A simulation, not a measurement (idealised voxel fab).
The process module presented herein is designated voxel wiring stack.
Xsec cut, 235 nm wide, square cell size 5 nm.
Think of the cross-section as a grid of square cells. We describe it in bands, top to bottom, and each band covers one or more rows of those cells. It is stipulated that each band's entry specify, in nanometres, the height of the top of the band and then that of its bottom, followed by the materials of the band in left-to-right sequence, each together with its width in nanometres. A single material marked by the word "edge to edge" is understood to fill the band from edge to edge; the word "blank" is understood to denote empty space. Counting heights begins at 0, where everything beneath is, in the wafer as received, one material. The lowest band has no bottom; it goes on downwards, as "0 and below" shows. It should be noted that a width expressed as "30 to 40" varies in equal increments from row to row of cells within the band, taking the value of the first number at the top row and that of the second number at the bottom row. The cross-section has no changed cell in any step marked "no alteration". "Trapped voids": empty spaces of 8 cells or more with no open way to the top, each given as width x height at distance, distance from the left edge, all in nm. It should be noted that, on the line of a given step, the content following the step's settings is a remark produced by the simulator itself with respect to that step. "overlay nm", when on a step's line for a step with a mask, measures how far to the right of its planned place the mask lay; a negative measure means to the left.
-- Process steps (planned)
1: RECEIVE [material Si]
2: CONFORMAL_DEP [material SiO2] [thk nm 15]
3: DIRECTIONAL_DEP [material TiN] [thk nm 5]
4: DIRECTIONAL_DEP [material W] [thk nm 20]
5: DIRECTIONAL_DEP [material aC] [thk nm 15]
6: PATTERN [tone cover] [mask id METAL_1] [material resist] [width nm 30] [pitch nm 60] [thk nm 30] [overlay nm 0]
7: DIRECTIONAL_ETCH [etch materials aC] [depth nm 15]
8: STRIP [etch materials resist]
9: DIRECTIONAL_ETCH [etch materials W] [depth nm 20]
10: DIRECTIONAL_ETCH [etch materials TiN] [depth nm 5]
11: STRIP [etch materials aC]
12: CONFORMAL_DEP [material SiCN] [thk nm 5]
13: FILL_DEP [material lowk] [thk nm 10]
14: CMP [height nm 40]
15: CONFORMAL_DEP [material SiCN] [thk nm 5]
16: DIRECTIONAL_DEP [material SiO2] [thk nm 20]
17: MASKED_ETCH [tone open] [mask id PLUG_1] [width nm 15] [pitch nm 120] [etch materials SiO2] [depth nm 20] [overlay nm 0]
18: MASKED_ETCH [tone open] [mask id PLUG_1] [width nm 15] [pitch nm 120] [etch materials SiCN] [depth nm 5] [overlay nm 0]
19: CONFORMAL_DEP [material TiN] [thk nm 5]
20: FILL_DEP [material W] [thk nm 5]
21: CMP [height nm 65]
22: CONFORMAL_DEP [material SiCN] [thk nm 5]
23: DIRECTIONAL_DEP [material SiO2] [thk nm 15]
24: PATTERN [tone open] [mask id METAL_2] [material resist] [width nm 30] [pitch nm 60] [thk nm 20] [overlay nm 0]
25: DIRECTIONAL_ETCH [etch materials SiO2] [depth nm 15]
26: DIRECTIONAL_ETCH [etch materials SiCN] [depth nm 5]
27: STRIP [etch materials resist]
28: CONFORMAL_DEP [material TiN] [thk nm 5]
29: FILL_DEP [material W] [thk nm 5]
30: CMP [height nm 85]
31: CONFORMAL_DEP [material SiCN] [thk nm 5]
32: DIRECTIONAL_DEP [material SiO2] [thk nm 10]
33: MASKED_ETCH [tone open] [mask id PLUG_2] [width nm 15] [pitch nm 60] [etch materials SiO2] [depth nm 10] [overlay nm 0]
34: MASKED_ETCH [tone open] [mask id PLUG_2] [width nm 15] [pitch nm 60] [etch materials SiCN] [depth nm 5] [overlay nm 0]
35: CONFORMAL_DEP [material TiN] [thk nm 5]
36: FILL_DEP [material W] [thk nm 5]
37: CMP [height nm 100]
38: DIRECTIONAL_DEP [material TiN] [thk nm 5]
39: DIRECTIONAL_DEP [material Ru] [thk nm 25]
40: MASKED_ETCH [tone cover] [mask id METAL_3] [width nm 30] [pitch nm 60] [etch materials Ru] [depth nm 25] [overlay nm 0]
41: MASKED_ETCH [tone cover] [mask id METAL_3] [width nm 30] [pitch nm 60] [etch materials TiN] [depth nm 5] [overlay nm 0]
42: CONFORMAL_DEP [material SiN] [thk nm 5]
43: FILL_DEP [material lowk] [thk nm 5]
44: CMP [height nm 130]
45: CONFORMAL_DEP [material SiCN] [thk nm 5]
-- Cross-section, incoming material, after step 1
  0 and below: Si edge to edge
  Trapped voids: none
-- This is how the wafer looks in cross-section once the module is done, given the starting state and plan above and one mistake in carrying the plan out
  135 down to 130: SiCN edge to edge
  130 down to 125: SiN=40, TiN=30, SiN=30, TiN=30, SiN=30, TiN=30, SiN=45
  125 down to 100: Ru edge to edge
  100 down to 90: SiO2=40, TiN=5, W=5, TiN=5, SiO2=45, TiN=5, W=5, TiN=5, SiO2=45, TiN=5, W=5, TiN=5, SiO2=60
  90 down to 85: SiCN=40, TiN=15, SiCN=45, TiN=15, SiCN=45, TiN=15, SiCN=60
  85 down to 70: SiO2=40, TiN=5, W=20, TiN=5, SiO2=30, TiN=5, W=20, TiN=5, SiO2=30, TiN=5, W=20, TiN=5, SiO2=45
  70 down to 65: SiCN=40, TiN=30, SiCN=30, TiN=30, SiCN=30, TiN=30, SiCN=45
  65 down to 45: SiO2=40, TiN=5, W=5, TiN=5, SiO2=105, TiN=5, W=5, TiN=5, SiO2=60
  45 down to 40: SiCN=40, TiN=15, SiCN=105, TiN=15, SiCN=60
  40 down to 20: lowk=35, SiCN=5, W=30, SiCN=5, lowk=20, SiCN=5, W=30, SiCN=5, lowk=20, SiCN=5, W=30, SiCN=5, lowk=40
  20 down to 15: SiCN=40, TiN=30, SiCN=30, TiN=30, SiCN=30, TiN=30, SiCN=45
  15 down to 0: SiO2 edge to edge
  0 and below: Si edge to edge
  Trapped voids: none
In executing the process, a mistake was made relative to the plan: sequence error: steps 38 and 39 interchanged
